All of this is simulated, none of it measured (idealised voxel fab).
Process module, titled voxel self aligned contacts
The cross-section shown here is cut; it is 230 nm wide and divided into square cells measuring 5 nm on a side.
A cross-section is a grid of square cells, given in bands from the top down. A band is one or more rows of cells. Heads up on the band format: heights come first, top then bottom, in nm. After that it's the materials left to right, each with its width in nm. A single material flagged "all across" fills the whole band edge to edge, and "blank" means there's empty space there. Convention: height 0 is the level below which the wafer, as received, is all one material. The lowest band does not terminate at the bottom but continues downward, represented as "0 nm and below". The notation "30 to 40" denotes a width that varies across the rows of cells in the band, beginning at the first number in the top row, finishing at the second number in the bottom row, and changing by an identical amount from each row to the next. A step reported as "left unchanged" is a step in which no cell of the cross-section changed. Look at "Closed cavities" for the closed voids: empty spaces with no open path to the top, sized 8 cells or up. Each is width x height at distance, distance from the left edge, all nm. Past the settings on a step's line: simulator remark, on that step. If you see "overlay nm" on a step's line and that step has a mask, it's telling you how far right of where it was planned the mask ended up; a negative number means it went left instead.

# List of planned process steps
1 op RECEIVE | material Si
2 op CONFORMAL_DEP | material SiO2 | thk nm 5
3 op DIRECTIONAL_DEP | material polySi | thk nm 30
4 op DIRECTIONAL_DEP | material SiN | thk nm 15
5 op DIRECTIONAL_DEP | material aC | thk nm 15
6 op PATTERN | tone cover | mask id GATE | material resist | width nm 25 | pitch nm 55 | thk nm 35 | overlay nm 0
7 op DIRECTIONAL_ETCH | etch materials aC | depth nm 15
8 op STRIP | etch materials resist
9 op DIRECTIONAL_ETCH | etch materials SiN | depth nm 15
10 op DIRECTIONAL_ETCH | etch materials polySi | depth nm 30
11 op STRIP | etch materials aC
12 op CONFORMAL_DEP | material SiN | thk nm 5
13 op DIRECTIONAL_ETCH | etch materials SiN | depth nm 5
14 op FILL_DEP | material SiO2 | thk nm 20
15 op CMP | height nm 60
16 op DIRECTIONAL_DEP | material aC | thk nm 10
17 op PATTERN | tone open | mask id CONTACT | material resist | width nm 40 | thk nm 30 | overlay nm 0
18 op DIRECTIONAL_ETCH | etch materials aC | depth nm 10
19 op STRIP | etch materials resist
20 op DIRECTIONAL_ETCH | etch materials SiO2 | depth nm 60
21 op STRIP | etch materials aC
22 op CONFORMAL_DEP | material TiN | thk nm 5
23 op FILL_DEP | material W | thk nm 10
24 op CMP | height nm 60
25 op CONFORMAL_DEP | material SiN | thk nm 5

# Wafer cross-section on receipt, i.e. after step 1
  0 nm and below | Si all across
  Closed cavities: none

# End-of-module cross-section of the first of two wafers, processed as planned
  65 nm to 60 nm | SiN all across
  60 nm to 50 nm | SiO2: 95; TiN: 5 to 15; W: 30 to 10; TiN: 5 to 15; SiO2: 95
  50 nm to 35 nm | SiO2: 70; SiN: 35; TiN: 5; W: 10; TiN: 5; SiN: 35; SiO2: 70
  35 nm to 5 nm | SiO2: 70; SiN: 5; polySi: 25; SiN: 5; TiN: 5; W: 10; TiN: 5; SiN: 5; polySi: 25; SiN: 5; SiO2: 70
  5 nm to 0 nm | SiO2: 105; TiN: 20; SiO2: 105
  0 nm and below | Si all across
  Closed cavities: none

# So this is wafer number two of the two, cut at the end of the module - it started where the first did and had the same plan, we just got one thing wrong running it
  65 nm to 60 nm | SiN all across
  60 nm to 50 nm | SiO2: 95; TiN: 5 to 15; W: 30 to 10; TiN: 5 to 15; SiO2: 95
  50 nm to 35 nm | SiO2: 70; SiN: 35; TiN: 5; W: 10; TiN: 5; SiN: 35; SiO2: 70
  35 nm to 10 nm | SiO2: 70; SiN: 5; polySi: 25; SiN: 5; TiN: 5; W: 10; TiN: 5; SiN: 5; polySi: 25; SiN: 5; SiO2: 70
  10 nm to 5 nm | SiO2: 70; SiN: 5; polySi: 25; SiN: 5; TiN: 20; SiN: 5; polySi: 25; SiN: 5; SiO2: 70
  5 nm to 0 nm | polySi all across
  0 nm and below | Si all across
  Closed cavities: none
What was done differently from what was planned? in deviation from the planned setting, step 2 was conducted as op CONFORMAL_DEP | material polySi | thk nm 5
Final wafer comparison in cells, second versus first, more or fewer per material: SiO2: 42 fewer | TiN: 2 fewer | W: 2 fewer | polySi: 46 more
